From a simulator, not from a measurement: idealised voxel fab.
You're looking at the process module voxel transistor to metal.
FYI the section here is cut, 190 nm wide, cells are 5 nm squares.
Heads up, the way a cross-section reads in here is a grid of square cells, handed over as bands from the top down, with every band being one or more rows of cells. What a band's entry tells you: where the top is and where the bottom is, as heights in nm, and after that what lies inside, material by material from left to right, each with its width in nm. Empty space is written as the word "air", and a single material marked with the word "everywhere" occupies the band from edge to edge. Zero point of the height axis is 0; under it, received wafer = one material. Lowest band: continues down indefinitely, "0 and below". It should be noted that a width expressed as "30..40" varies in equal increments from row to row of cells within the band, taking the value of the first number at the top row and that of the second number at the bottom row. Reading "nothing got changed" for a step: not a cell of the cross-section changed in it. The list in "Voids, fully enclosed" covers empty spaces of 8 cells or more that cannot reach the top through any open way, and it gives each as width x height at distance; the distance is from the left edge, and width, height and distance are in nm. It should be noted that, on the line of a given step, the content following the step's settings is a remark produced by the simulator itself with respect to that step. "overlay nm" denotes, for a step that has a mask, the displacement of the mask to the right of its planned place, with negative values corresponding to the left.

## The steps planned for the process are as follows
1) RECEIVE: material Si
2) OXIDIZE: depth nm 5
3) CONFORMAL_DEP: material SiN, thk nm 10
4) PATTERN: tone cover, mask id ACTIVE, material resist, width nm 120, thk nm 20, overlay nm 0
5) DIRECTIONAL_ETCH: etch materials SiN, depth nm 10
6) DIRECTIONAL_ETCH: etch materials SiO2, depth nm 5
7) DIRECTIONAL_ETCH: etch materials Si, depth nm 20
8) STRIP: etch materials resist
9) FILL_DEP: material SiO2, thk nm 15
10) CMP: height nm 10
11) SELECTIVE_ETCH: etch materials SiO2, depth nm 5
12) STRIP: etch materials SiN
13) SELECTIVE_ETCH: etch materials SiO2, depth nm 5
14) OXIDIZE: depth nm 5
15) DIRECTIONAL_DEP: material polySi, thk nm 20
16) DIRECTIONAL_DEP: material SiCN, thk nm 10
17) DIRECTIONAL_DEP: material aC, thk nm 15
18) PATTERN: tone cover, mask id GATE, material resist, width nm 30, thk nm 30, overlay nm 0
19) DIRECTIONAL_ETCH: etch materials aC, depth nm 15
20) STRIP: etch materials resist
21) DIRECTIONAL_ETCH: etch materials SiCN, depth nm 20
22) DIRECTIONAL_ETCH: etch materials polySi, depth nm 30
23) STRIP: etch materials aC
24) CONFORMAL_DEP: material SiN, thk nm 5
25) DIRECTIONAL_ETCH: etch materials SiN, depth nm 5
26) DIRECTIONAL_ETCH: etch materials SiO2, depth nm 5
27) DIRECTIONAL_ETCH: etch materials Si, depth nm 10
28) EPI: material pSi, thk nm 10
29) FILL_DEP: material SiO2, thk nm 5
30) CMP: height nm 15
31) STRIP: etch materials polySi
32) SELECTIVE_ETCH: etch materials SiO2, depth nm 5
33) CONFORMAL_DEP: material HfO2, thk nm 5
34) CONFORMAL_DEP: material TiN, thk nm 5
35) FILL_DEP: material W, thk nm 5
36) CMP: height nm 10
37) DIRECTIONAL_DEP: material SiO2, thk nm 10
38) PATTERN: tone open, mask id CONTACT, material resist, width nm 15, pitch nm 85, thk nm 20, overlay nm 0
39) DIRECTIONAL_ETCH: etch materials SiO2, depth nm 30
40) STRIP: etch materials resist
41) CONFORMAL_DEP: material TiN, thk nm 5
42) FILL_DEP: material W, thk nm 5
43) CMP: height nm 20
44) CONFORMAL_DEP: material SiCN, thk nm 5
45) DIRECTIONAL_DEP: material SiO2, thk nm 15
46) PATTERN: tone open, mask id METAL_1, material resist, width nm 15, pitch nm 85, thk nm 20, overlay nm 0
47) DIRECTIONAL_ETCH: etch materials SiO2, depth nm 15
48) DIRECTIONAL_ETCH: etch materials SiCN, depth nm 5
49) STRIP: etch materials resist
50) CONFORMAL_DEP: material TiN, thk nm 5
51) FILL_DEP: material W, thk nm 5
52) CMP: height nm 40
53) CONFORMAL_DEP: material SiCN, thk nm 5
54) DIRECTIONAL_DEP: material lowk, thk nm 25
55) DIRECTIONAL_DEP: material aC, thk nm 15
56) PATTERN: tone open, mask id METAL_2, material resist, width nm 15, pitch nm 85, thk nm 30, overlay nm 0
57) DIRECTIONAL_ETCH: etch materials aC, depth nm 15
58) STRIP: etch materials resist
59) DIRECTIONAL_ETCH: etch materials lowk, depth nm 15
60) STRIP: etch materials aC
61) PATTERN: tone open, mask id METAL_2_HOLES, material resist, width nm 15, pitch nm 85, thk nm 20, overlay nm 0
62) DIRECTIONAL_ETCH: etch materials lowk, depth nm 10
63) DIRECTIONAL_ETCH: etch materials SiCN, depth nm 5
64) STRIP: etch materials resist
65) CONFORMAL_DEP: material TiN, thk nm 5
66) FILL_DEP: material Cu, thk nm 10
67) CMP: height nm 70
68) CONFORMAL_DEP: material SiN, thk nm 5

## On the first of the two wafers: run conducted according to plan

## As received (post step 1): cross-section
0 and below | Si everywhere
Voids, fully enclosed: none

## Step 2 done - wafer cross-section
0 down to -5 | SiO2 everywhere
below -5: unchanged

## Step 3 done - wafer cross-section
10 down to 0 | SiN everywhere
below 0: unchanged

## Step 4 done - wafer cross-section
30 down to 10 | 35 of air; 120 of resist; 35 of air
below 10: unchanged

## Step 5 done - wafer cross-section
30 down to 10 | 35 of air; 120 of resist; 35 of air
10 down to 0 | 35 of air; 120 of SiN; 35 of air
below 0: unchanged

## Step 6 done - wafer cross-section
30 down to 10 | 35 of air; 120 of resist; 35 of air
10 down to 0 | 35 of air; 120 of SiN; 35 of air
0 down to -5 | 35 of air; 120 of SiO2; 35 of air
below -5: unchanged

## Step 7 done - wafer cross-section
30 down to 10 | 35 of air; 120 of resist; 35 of air
10 down to 0 | 35 of air; 120 of SiN; 35 of air
0 down to -5 | 35 of air; 120 of SiO2; 35 of air
-5 down to -25 | 35 of air; 120 of Si; 35 of air
below -25: unchanged

## Step 8 done - wafer cross-section
10 down to 0 | 35 of air; 120 of SiN; 35 of air
below 0: unchanged

## Step 9 done - wafer cross-section
25 down to 10 | SiO2 everywhere
10 down to 0 | 35 of SiO2; 120 of SiN; 35 of SiO2
0 down to -5 | SiO2 everywhere
-5 down to -25 | 35 of SiO2; 120 of Si; 35 of SiO2
below -25: unchanged

## Step 10 done - wafer cross-section
10 down to 0 | 35 of SiO2; 120 of SiN; 35 of SiO2
below 0: unchanged

## Step 11 done - wafer cross-section
10 down to 5 | 35 of air; 120 of SiN; 35 of air
below 5: unchanged

## Step 12 done - wafer cross-section
5 down to 0 | 35 of SiO2; 120 of air; 35 of SiO2
below 0: unchanged

## Step 13 done - wafer cross-section
0 down to -5 | 30 of SiO2; 130 of air; 30 of SiO2
below -5: unchanged

## Step 14 done - wafer cross-section
0 down to -5 | 30 of SiO2; 130 of air; 30 of SiO2
-5 down to -10 | SiO2 everywhere
below -10: unchanged

## Step 15 done - wafer cross-section
20 down to 15 | 30 of polySi; 130 of air; 30 of polySi
15 down to 0 | polySi everywhere
0 down to -5 | 30 of SiO2; 130 of polySi; 30 of SiO2
below -5: unchanged

## Step 16 done - wafer cross-section
30 down to 25 | 30 of SiCN; 130 of air; 30 of SiCN
25 down to 20 | SiCN everywhere
20 down to 15 | 30 of polySi; 130 of SiCN; 30 of polySi
below 15: unchanged

## Step 17 done - wafer cross-section
45 down to 40 | 30 of aC; 130 of air; 30 of aC
40 down to 30 | aC everywhere
30 down to 25 | 30 of SiCN; 130 of aC; 30 of SiCN
below 25: unchanged

## Step 18 done - wafer cross-section
75 down to 45 | 80 of air; 30 of resist; 80 of air
45 down to 40 | 30 of aC; 50 of air; 30 of resist; 50 of air; 30 of aC
below 40: unchanged

## Step 19 done - wafer cross-section
60 down to 40 | 80 of air; 30 of resist; 80 of air
40 down to 30 | 80 of air; 30 of aC; 80 of air
30 down to 25 | 30 of SiCN; 50 of air; 30 of aC; 50 of air; 30 of SiCN
below 25: unchanged

## Step 20 done - wafer cross-section
40 down to 30 | 80 of air; 30 of aC; 80 of air
below 30: unchanged

## Step 21 done - wafer cross-section
40 down to 25 | 80 of air; 30 of aC; 80 of air
25 down to 20 | 80 of air; 30 of SiCN; 80 of air
20 down to 15 | 30 of polySi; 50 of air; 30 of SiCN; 50 of air; 30 of polySi
below 15: unchanged

## Step 22 done - wafer cross-section
40 down to 25 | 80 of air; 30 of aC; 80 of air
25 down to 15 | 80 of air; 30 of SiCN; 80 of air
15 down to 0 | 80 of air; 30 of polySi; 80 of air
0 down to -5 | 30 of SiO2; 50 of air; 30 of polySi; 50 of air; 30 of SiO2
below -5: unchanged

## Step 23 done - wafer cross-section
25 down to 15 | 80 of air; 30 of SiCN; 80 of air
below 15: unchanged

## Step 24 done - wafer cross-section
30 down to 25 | 75 of air; 40 of SiN; 75 of air
25 down to 15 | 75 of air; 5 of SiN; 30 of SiCN; 5 of SiN; 75 of air
15 down to 5 | 75 of air; 5 of SiN; 30 of polySi; 5 of SiN; 75 of air
5 down to 0 | 35 of SiN; 40 of air; 5 of SiN; 30 of polySi; 5 of SiN; 40 of air; 35 of SiN
0 down to -5 | 30 of SiO2; 50 of SiN; 30 of polySi; 50 of SiN; 30 of SiO2
below -5: unchanged

## Step 25 done - wafer cross-section
25 down to 15 | 75 of air; 5 of SiN; 30 of SiCN; 5 of SiN; 75 of air
15 down to 0 | 75 of air; 5 of SiN; 30 of polySi; 5 of SiN; 75 of air
0 down to -5 | 30 of SiO2; 5 of SiN; 40 of air; 5 of SiN; 30 of polySi; 5 of SiN; 40 of air; 5 of SiN; 30 of SiO2
below -5: unchanged

## Step 26 done - wafer cross-section
25 down to 15 | 75 of air; 5 of SiN; 30 of SiCN; 5 of SiN; 75 of air
15 down to 0 | 75 of air; 5 of SiN; 30 of polySi; 5 of SiN; 75 of air
0 down to -5 | 30 of air; 5 of SiN; 40 of air; 5 of SiN; 30 of polySi; 5 of SiN; 40 of air; 5 of SiN; 30 of air
-5 down to -10 | 35 of SiO2; 40 of air; 40 of SiO2; 40 of air; 35 of SiO2
below -10: unchanged

## Step 27 done - wafer cross-section
25 down to 15 | 75 of air; 5 of SiN; 30 of SiCN; 5 of SiN; 75 of air
15 down to 0 | 75 of air; 5 of SiN; 30 of polySi; 5 of SiN; 75 of air
0 down to -5 | 30 of air; 5 of SiN; 40 of air; 5 of SiN; 30 of polySi; 5 of SiN; 40 of air; 5 of SiN; 30 of air
-5 down to -10 | 35 of SiO2; 40 of air; 40 of SiO2; 40 of air; 35 of SiO2
-10 down to -20 | 35 of SiO2; 40 of air; 40 of Si; 40 of air; 35 of SiO2
below -20: unchanged

## Step 28 done - wafer cross-section
25 down to 15 | 75 of air; 5 of SiN; 30 of SiCN; 5 of SiN; 75 of air
15 down to 0 | 75 of air; 5 of SiN; 30 of polySi; 5 of SiN; 75 of air
0 down to -5 | 30 of air; 5 of SiN; 30 of air; 10 of pSi; 5 of SiN; 30 of polySi; 5 of SiN; 10 of pSi; 30 of air; 5 of SiN; 30 of air
-5 down to -10 | 35 of SiO2; 30 of air; 10 of pSi; 40 of SiO2; 10 of pSi; 30 of air; 35 of SiO2
-10 down to -20 | 35 of SiO2; 40 of pSi; 40 of Si; 40 of pSi; 35 of SiO2
below -20: unchanged

## Step 29 done - wafer cross-section
30 down to 25 | SiO2 everywhere
25 down to 15 | 75 of SiO2; 5 of SiN; 30 of SiCN; 5 of SiN; 75 of SiO2
15 down to 0 | 75 of SiO2; 5 of SiN; 30 of polySi; 5 of SiN; 75 of SiO2
0 down to -5 | 30 of SiO2; 5 of SiN; 30 of SiO2; 10 of pSi; 5 of SiN; 30 of polySi; 5 of SiN; 10 of pSi; 30 of SiO2; 5 of SiN; 30 of SiO2
-5 down to -10 | 65 of SiO2; 10 of pSi; 40 of SiO2; 10 of pSi; 65 of SiO2
below -10: unchanged

## Step 30 done - wafer cross-section
15 down to 0 | 75 of SiO2; 5 of SiN; 30 of polySi; 5 of SiN; 75 of SiO2
below 0: unchanged

## Step 31 done - wafer cross-section
15 down to 0 | 75 of SiO2; 5 of SiN; 30 of air; 5 of SiN; 75 of SiO2
0 down to -5 | 30 of SiO2; 5 of SiN; 30 of SiO2; 10 of pSi; 5 of SiN; 30 of air; 5 of SiN; 10 of pSi; 30 of SiO2; 5 of SiN; 30 of SiO2
below -5: unchanged

## Step 32 done - wafer cross-section
15 down to 10 | 75 of air; 5 of SiN; 30 of air; 5 of SiN; 75 of air
10 down to 0 | 75 of SiO2; 5 of SiN; 30 of air; 5 of SiN; 75 of SiO2
0 down to -5 | 30 of SiO2; 5 of SiN; 30 of SiO2; 10 of pSi; 5 of SiN; 30 of air; 5 of SiN; 10 of pSi; 30 of SiO2; 5 of SiN; 30 of SiO2
-5 down to -10 | 65 of SiO2; 10 of pSi; 40 of air; 10 of pSi; 65 of SiO2
below -10: unchanged

## Step 33 done - wafer cross-section
20 down to 15 | 70 of air; 15 of HfO2; 20 of air; 15 of HfO2; 70 of air
15 down to 10 | 75 of HfO2; 5 of SiN; 5 of HfO2; 20 of air; 5 of HfO2; 5 of SiN; 75 of HfO2
10 down to 0 | 75 of SiO2; 5 of SiN; 5 of HfO2; 20 of air; 5 of HfO2; 5 of SiN; 75 of SiO2
0 down to -5 | 30 of SiO2; 5 of SiN; 30 of SiO2; 10 of pSi; 5 of SiN; 5 of HfO2; 20 of air; 5 of HfO2; 5 of SiN; 10 of pSi; 30 of SiO2; 5 of SiN; 30 of SiO2
-5 down to -10 | 65 of SiO2; 10 of pSi; 40 of HfO2; 10 of pSi; 65 of SiO2
below -10: unchanged

## Step 34 done - wafer cross-section
25 down to 20 | 65 of air; 25 of TiN; 10 of air; 25 of TiN; 65 of air
20 down to 15 | 70 of TiN; 15 of HfO2; 5 of TiN; 10 of air; 5 of TiN; 15 of HfO2; 70 of TiN
15 down to 10 | 75 of HfO2; 5 of SiN; 5 of HfO2; 5 of TiN; 10 of air; 5 of TiN; 5 of HfO2; 5 of SiN; 75 of HfO2
10 down to 0 | 75 of SiO2; 5 of SiN; 5 of HfO2; 5 of TiN; 10 of air; 5 of TiN; 5 of HfO2; 5 of SiN; 75 of SiO2
0 down to -5 | 30 of SiO2; 5 of SiN; 30 of SiO2; 10 of pSi; 5 of SiN; 5 of HfO2; 20 of TiN; 5 of HfO2; 5 of SiN; 10 of pSi; 30 of SiO2; 5 of SiN; 30 of SiO2
below -5: unchanged

## Step 35 done - wafer cross-section
30 down to 25 | W everywhere
25 down to 20 | 65 of W; 25 of TiN; 10 of W; 25 of TiN; 65 of W
20 down to 15 | 70 of TiN; 15 of HfO2; 5 of TiN; 10 of W; 5 of TiN; 15 of HfO2; 70 of TiN
15 down to 10 | 75 of HfO2; 5 of SiN; 5 of HfO2; 5 of TiN; 10 of W; 5 of TiN; 5 of HfO2; 5 of SiN; 75 of HfO2
10 down to 0 | 75 of SiO2; 5 of SiN; 5 of HfO2; 5 of TiN; 10 of W; 5 of TiN; 5 of HfO2; 5 of SiN; 75 of SiO2
below 0: unchanged

## Step 36 done - wafer cross-section
10 down to 0 | 75 of SiO2; 5 of SiN; 5 of HfO2; 5 of TiN; 10 of W; 5 of TiN; 5 of HfO2; 5 of SiN; 75 of SiO2
below 0: unchanged

## Step 37 done - wafer cross-section
20 down to 10 | SiO2 everywhere
below 10: unchanged

## Step 38 done - wafer cross-section
40 down to 20 | 45 of resist; 15 of air; 70 of resist; 15 of air; 45 of resist
below 20: unchanged

## Step 39 done - wafer cross-section
40 down to 20 | 45 of resist; 15 of air; 70 of resist; 15 of air; 45 of resist
20 down to 10 | 45 of SiO2; 15 of air; 70 of SiO2; 15 of air; 45 of SiO2
10 down to 0 | 45 of SiO2; 15 of air; 15 of SiO2; 5 of SiN; 5 of HfO2; 5 of TiN; 10 of W; 5 of TiN; 5 of HfO2; 5 of SiN; 15 of SiO2; 15 of air; 45 of SiO2
0 down to -5 | 30 of SiO2; 5 of SiN; 10 of SiO2; 15 of air; 5 of SiO2; 10 of pSi; 5 of SiN; 5 of HfO2; 20 of TiN; 5 of HfO2; 5 of SiN; 10 of pSi; 5 of SiO2; 15 of air; 10 of SiO2; 5 of SiN; 30 of SiO2
-5 down to -10 | 45 of SiO2; 15 of air; 5 of SiO2; 10 of pSi; 40 of HfO2; 10 of pSi; 5 of SiO2; 15 of air; 45 of SiO2
below -10: unchanged

## Step 40 done - wafer cross-section
20 down to 10 | 45 of SiO2; 15 of air; 70 of SiO2; 15 of air; 45 of SiO2
below 10: unchanged

## Step 41 done - wafer cross-section
25 down to 20 | 50 of TiN; 5 of air; 80 of TiN; 5 of air; 50 of TiN
20 down to 10 | 45 of SiO2; 5 of TiN; 5 of air; 5 of TiN; 70 of SiO2; 5 of TiN; 5 of air; 5 of TiN; 45 of SiO2
10 down to 0 | 45 of SiO2; 5 of TiN; 5 of air; 5 of TiN; 15 of SiO2; 5 of SiN; 5 of HfO2; 5 of TiN; 10 of W; 5 of TiN; 5 of HfO2; 5 of SiN; 15 of SiO2; 5 of TiN; 5 of air; 5 of TiN; 45 of SiO2
0 down to -5 | 30 of SiO2; 5 of SiN; 10 of SiO2; 5 of TiN; 5 of air; 5 of TiN; 5 of SiO2; 10 of pSi; 5 of SiN; 5 of HfO2; 20 of TiN; 5 of HfO2; 5 of SiN; 10 of pSi; 5 of SiO2; 5 of TiN; 5 of air; 5 of TiN; 10 of SiO2; 5 of SiN; 30 of SiO2
-5 down to -10 | 45 of SiO2; 15 of TiN; 5 of SiO2; 10 of pSi; 40 of HfO2; 10 of pSi; 5 of SiO2; 15 of TiN; 45 of SiO2
below -10: unchanged

## Step 42 done - wafer cross-section
30 down to 25 | W everywhere
25 down to 20 | 50 of TiN; 5 of W; 80 of TiN; 5 of W; 50 of TiN
20 down to 10 | 45 of SiO2; 5 of TiN; 5 of W; 5 of TiN; 70 of SiO2; 5 of TiN; 5 of W; 5 of TiN; 45 of SiO2
10 down to 0 | 45 of SiO2; 5 of TiN; 5 of W; 5 of TiN; 15 of SiO2; 5 of SiN; 5 of HfO2; 5 of TiN; 10 of W; 5 of TiN; 5 of HfO2; 5 of SiN; 15 of SiO2; 5 of TiN; 5 of W; 5 of TiN; 45 of SiO2
0 down to -5 | 30 of SiO2; 5 of SiN; 10 of SiO2; 5 of TiN; 5 of W; 5 of TiN; 5 of SiO2; 10 of pSi; 5 of SiN; 5 of HfO2; 20 of TiN; 5 of HfO2; 5 of SiN; 10 of pSi; 5 of SiO2; 5 of TiN; 5 of W; 5 of TiN; 10 of SiO2; 5 of SiN; 30 of SiO2
below -5: unchanged

## Step 43 done - wafer cross-section
20 down to 10 | 45 of SiO2; 5 of TiN; 5 of W; 5 of TiN; 70 of SiO2; 5 of TiN; 5 of W; 5 of TiN; 45 of SiO2
below 10: unchanged

## Step 44 done - wafer cross-section
25 down to 20 | SiCN everywhere
below 20: unchanged

## Step 45 done - wafer cross-section
40 down to 25 | SiO2 everywhere
below 25: unchanged

## Step 46 done - wafer cross-section
60 down to 40 | 45 of resist; 15 of air; 70 of resist; 15 of air; 45 of resist
below 40: unchanged

## Step 47 done - wafer cross-section
60 down to 40 | 45 of resist; 15 of air; 70 of resist; 15 of air; 45 of resist
40 down to 25 | 45 of SiO2; 15 of air; 70 of SiO2; 15 of air; 45 of SiO2
below 25: unchanged

## Step 48 done - wafer cross-section
60 down to 40 | 45 of resist; 15 of air; 70 of resist; 15 of air; 45 of resist
40 down to 25 | 45 of SiO2; 15 of air; 70 of SiO2; 15 of air; 45 of SiO2
25 down to 20 | 45 of SiCN; 15 of air; 70 of SiCN; 15 of air; 45 of SiCN
below 20: unchanged

## Step 49 done - wafer cross-section
40 down to 25 | 45 of SiO2; 15 of air; 70 of SiO2; 15 of air; 45 of SiO2
below 25: unchanged

## Step 50 done - wafer cross-section
45 down to 40 | 50 of TiN; 5 of air; 80 of TiN; 5 of air; 50 of TiN
40 down to 25 | 45 of SiO2; 5 of TiN; 5 of air; 5 of TiN; 70 of SiO2; 5 of TiN; 5 of air; 5 of TiN; 45 of SiO2
25 down to 20 | 45 of SiCN; 15 of TiN; 70 of SiCN; 15 of TiN; 45 of SiCN
below 20: unchanged

## Step 51 done - wafer cross-section
50 down to 45 | W everywhere
45 down to 40 | 50 of TiN; 5 of W; 80 of TiN; 5 of W; 50 of TiN
40 down to 25 | 45 of SiO2; 5 of TiN; 5 of W; 5 of TiN; 70 of SiO2; 5 of TiN; 5 of W; 5 of TiN; 45 of SiO2
below 25: unchanged

## Step 52 done - wafer cross-section
40 down to 25 | 45 of SiO2; 5 of TiN; 5 of W; 5 of TiN; 70 of SiO2; 5 of TiN; 5 of W; 5 of TiN; 45 of SiO2
below 25: unchanged

## Step 53 done - wafer cross-section
45 down to 40 | SiCN everywhere
below 40: unchanged

## Step 54 done - wafer cross-section
70 down to 45 | lowk everywhere
below 45: unchanged

## Step 55 done - wafer cross-section
85 down to 70 | aC everywhere
below 70: unchanged

## Step 56 done - wafer cross-section
115 down to 85 | 45 of resist; 15 of air; 70 of resist; 15 of air; 45 of resist
below 85: unchanged

## Step 57 done - wafer cross-section
100 down to 85 | 45 of resist; 15 of air; 70 of resist; 15 of air; 45 of resist
85 down to 70 | 45 of aC; 15 of air; 70 of aC; 15 of air; 45 of aC
below 70: unchanged

## Step 58 done - wafer cross-section
85 down to 70 | 45 of aC; 15 of air; 70 of aC; 15 of air; 45 of aC
below 70: unchanged

## Step 59 done - wafer cross-section
85 down to 70 | 45 of aC; 15 of air; 70 of aC; 15 of air; 45 of aC
70 down to 55 | 45 of lowk; 15 of air; 70 of lowk; 15 of air; 45 of lowk
below 55: unchanged

## Step 60 done - wafer cross-section
70 down to 55 | 45 of lowk; 15 of air; 70 of lowk; 15 of air; 45 of lowk
below 55: unchanged

## Step 61 done - wafer cross-section
90 down to 70 | 45 of resist; 15 of air; 70 of resist; 15 of air; 45 of resist
below 70: unchanged

## Step 62 done - wafer cross-section
90 down to 70 | 45 of resist; 15 of air; 70 of resist; 15 of air; 45 of resist
70 down to 45 | 45 of lowk; 15 of air; 70 of lowk; 15 of air; 45 of lowk
below 45: unchanged

## Step 63 done - wafer cross-section
90 down to 70 | 45 of resist; 15 of air; 70 of resist; 15 of air; 45 of resist
70 down to 45 | 45 of lowk; 15 of air; 70 of lowk; 15 of air; 45 of lowk
45 down to 40 | 45 of SiCN; 15 of air; 70 of SiCN; 15 of air; 45 of SiCN
below 40: unchanged

## Step 64 done - wafer cross-section
70 down to 45 | 45 of lowk; 15 of air; 70 of lowk; 15 of air; 45 of lowk
below 45: unchanged

## Step 65 done - wafer cross-section
75 down to 70 | 50 of TiN; 5 of air; 80 of TiN; 5 of air; 50 of TiN
70 down to 45 | 45 of lowk; 5 of TiN; 5 of air; 5 of TiN; 70 of lowk; 5 of TiN; 5 of air; 5 of TiN; 45 of lowk
45 down to 40 | 45 of SiCN; 15 of TiN; 70 of SiCN; 15 of TiN; 45 of SiCN
below 40: unchanged

## Step 66 done - wafer cross-section
85 down to 75 | Cu everywhere
75 down to 70 | 50 of TiN; 5 of Cu; 80 of TiN; 5 of Cu; 50 of TiN
70 down to 45 | 45 of lowk; 5 of TiN; 5 of Cu; 5 of TiN; 70 of lowk; 5 of TiN; 5 of Cu; 5 of TiN; 45 of lowk
below 45: unchanged

## Step 67 done - wafer cross-section
70 down to 45 | 45 of lowk; 5 of TiN; 5 of Cu; 5 of TiN; 70 of lowk; 5 of TiN; 5 of Cu; 5 of TiN; 45 of lowk
below 45: unchanged

## Step 68 done - wafer cross-section
75 down to 70 | SiN everywhere
below 70: unchanged

## Second wafer, same starting conditions and recipe as the first, one mistake in executing it, nothing differs from the first up to and including step 60

## Second wafer, cross-section, planned end of step 61
90 down to 70 | 45 of air; 15 of resist; 70 of air; 15 of resist; 45 of air
70 down to 55 | 45 of lowk; 15 of resist; 70 of lowk; 15 of resist; 45 of lowk
below 55: unchanged

## Second wafer, cross-section, planned end of step 62
90 down to 60 | 45 of air; 15 of resist; 70 of air; 15 of resist; 45 of air
below 60: unchanged

Second wafer, cross-section, planned end of step 63: nothing got changed

## Second wafer, cross-section, planned end of step 64
60 down to 55 | 45 of lowk; 15 of air; 70 of lowk; 15 of air; 45 of lowk
below 55: unchanged

## Second wafer, cross-section, planned end of step 65
65 down to 60 | 50 of TiN; 5 of air; 80 of TiN; 5 of air; 50 of TiN
60 down to 55 | 45 of lowk; 15 of TiN; 70 of lowk; 15 of TiN; 45 of lowk
below 55: unchanged

## Second wafer, cross-section, planned end of step 66
75 down to 65 | Cu everywhere
65 down to 60 | 50 of TiN; 5 of Cu; 80 of TiN; 5 of Cu; 50 of TiN
below 60: unchanged

## Second wafer, cross-section, planned end of step 67
70 down to 65 | Cu everywhere
below 65: unchanged

## Second wafer, cross-section, planned end of step 68
75 down to 70 | SiN everywhere
below 70: unchanged
Here's what went sideways: rather than as planned, step 61 actually ran as PATTERN: tone cover, mask id METAL_2_HOLES, material resist, width nm 15, pitch nm 85, thk nm 20, overlay nm 0
Upon completion, the second wafer contains, in terms of cells, a greater or smaller amount of certain materials than the first wafer: Cu: 30 more | SiCN: 6 more | TiN: 16 more | lowk: 52 fewer
